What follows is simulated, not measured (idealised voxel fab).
process module | voxel capacitor over wiring
cross-section cut | 250 nm wide | cells 5 nm
A cross-section is a grid of square cells, given in bands from the top down. A band is one or more rows of cells.
Each band's line starts with the height of the band's top and of its bottom, in nm. Then come its materials from left to right, each with its width in nm. One material with "throughout" fills the band from edge to edge. "air" is empty space.
Height 0 is the level under which the wafer as received is all one material. The lowest band goes on downwards, as in "0 down".
A width such as "30 to 40" changes by the same amount from each row of cells to the next, from the band's top row to its bottom row.
"no change" after a step means that no cell of the cross-section changed.
closed voids: empty space of 8 cells or more with no open way to the top, each as width x height at its distance from the left edge, in nm
after a step's settings: what the simulator itself notes on the step
overlay nm, on a step with a mask: how far to the right of its planned place the mask lay; to the left if negative
plan
1 op RECEIVE | material Si
2 op CONFORMAL_DEP | material SiO2 | thk nm 10
3 op DIRECTIONAL_DEP | material TiN | thk nm 5
4 op DIRECTIONAL_DEP | material W | thk nm 15
5 op DIRECTIONAL_DEP | material aC | thk nm 10
6 op PATTERN | tone cover | mask id METAL_1 | material resist | width nm 25 | pitch nm 90 | thk nm 25 | overlay nm 0
7 op DIRECTIONAL_ETCH | etch materials aC | depth nm 10
8 op STRIP | etch materials resist
9 op DIRECTIONAL_ETCH | etch materials W | depth nm 15
10 op DIRECTIONAL_ETCH | etch materials TiN | depth nm 5
11 op STRIP | etch materials aC
12 op CONFORMAL_DEP | material SiCN | thk nm 5
13 op FILL_DEP | material SiO2 | thk nm 5
14 op CMP | height nm 30
15 op CONFORMAL_DEP | material SiCN | thk nm 5
16 op DIRECTIONAL_DEP | material SiO2 | thk nm 15
17 op MASKED_ETCH | tone open | mask id PLUG_1 | width nm 15 | etch materials SiO2 | depth nm 15 | overlay nm 0
18 op MASKED_ETCH | tone open | mask id PLUG_1 | width nm 15 | etch materials SiCN | depth nm 5 | overlay nm 0
19 op EPI | material Ru | thk nm 10
20 op EPI | material Ru | thk nm 10
21 op DIRECTIONAL_DEP | material TiN | thk nm 10
22 op DIRECTIONAL_DEP | material SiN | thk nm 5
23 op DIRECTIONAL_DEP | material TiN | thk nm 10
24 op MASKED_ETCH | tone cover | mask id UPPER_PLATE | width nm 70 | etch materials TiN | depth nm 10 | overlay nm 0
25 op MASKED_ETCH | tone cover | mask id UPPER_PLATE | width nm 70 | etch materials SiN | depth nm 5 | overlay nm 0
26 op PATTERN | tone cover | mask id LOWER_PLATE | material resist | width nm 80 | thk nm 20 | overlay nm 0
27 op DIRECTIONAL_ETCH | etch materials TiN | depth nm 10
28 op STRIP | etch materials resist
29 op FILL_DEP | material SiO2 | thk nm 20
30 op CMP | height nm 90
31 op DIRECTIONAL_DEP | material aC | thk nm 15
32 op PATTERN | tone open | mask id PLUG_2 | material resist | width nm 15 | thk nm 30 | overlay nm 0
33 op DIRECTIONAL_ETCH | etch materials aC | depth nm 15
34 op STRIP | etch materials resist
35 op DIRECTIONAL_ETCH | etch materials SiO2 | depth nm 15
36 op STRIP | etch materials aC
37 op CONFORMAL_DEP | material TiN | thk nm 5
38 op FILL_DEP | material Ru | thk nm 5
39 op CMP | height nm 90
40 op CONFORMAL_DEP | material SiCN | thk nm 5
as received, after step 1
  0 down: Si throughout
  closed voids: none
a wafer at the end: this start, this plan, one mistake
  95 to 90: SiCN throughout
  90 to 80: SiO2 85 | TiN 5 | Ru 5 | TiN 5 | SiO2 150
  80 to 75: SiO2 85 | TiN 15 | SiO2 150
  75 to 65: SiO2 90 | TiN 55 | SiO2 105
  65 to 60: SiO2 90 | SiN 55 | SiO2 105
  60 to 55: SiO2 70 | TiN 5 | SiO2 15 | TiN 60 | SiO2 100
  55 to 45: SiO2 70 to 75 | TiN 80 to 15 | SiO2 100 to 160
  45 to 40: SiO2 75 | SiN 15 | SiO2 160
  40 to 35: SiO2 75 | TiN 15 | SiO2 160
  35 to 30: SiCN 75 | TiN 15 | SiCN 160
  30 to 15: W 65 | SiCN 5 | SiO2 15 | SiCN 5 | W 65 | SiCN 5 | SiO2 15 | SiCN 5 | W 70
  15 to 10: TiN 65 | SiCN 25 | TiN 65 | SiCN 25 | TiN 70
  10 to 0: SiO2 throughout
  0 down: Si throughout
  closed voids: none
what went wrong: step 6 ran as: op PATTERN | tone open | mask id METAL_1 | material resist | width nm 25 | pitch nm 90 | thk nm 25 | overlay nm 0
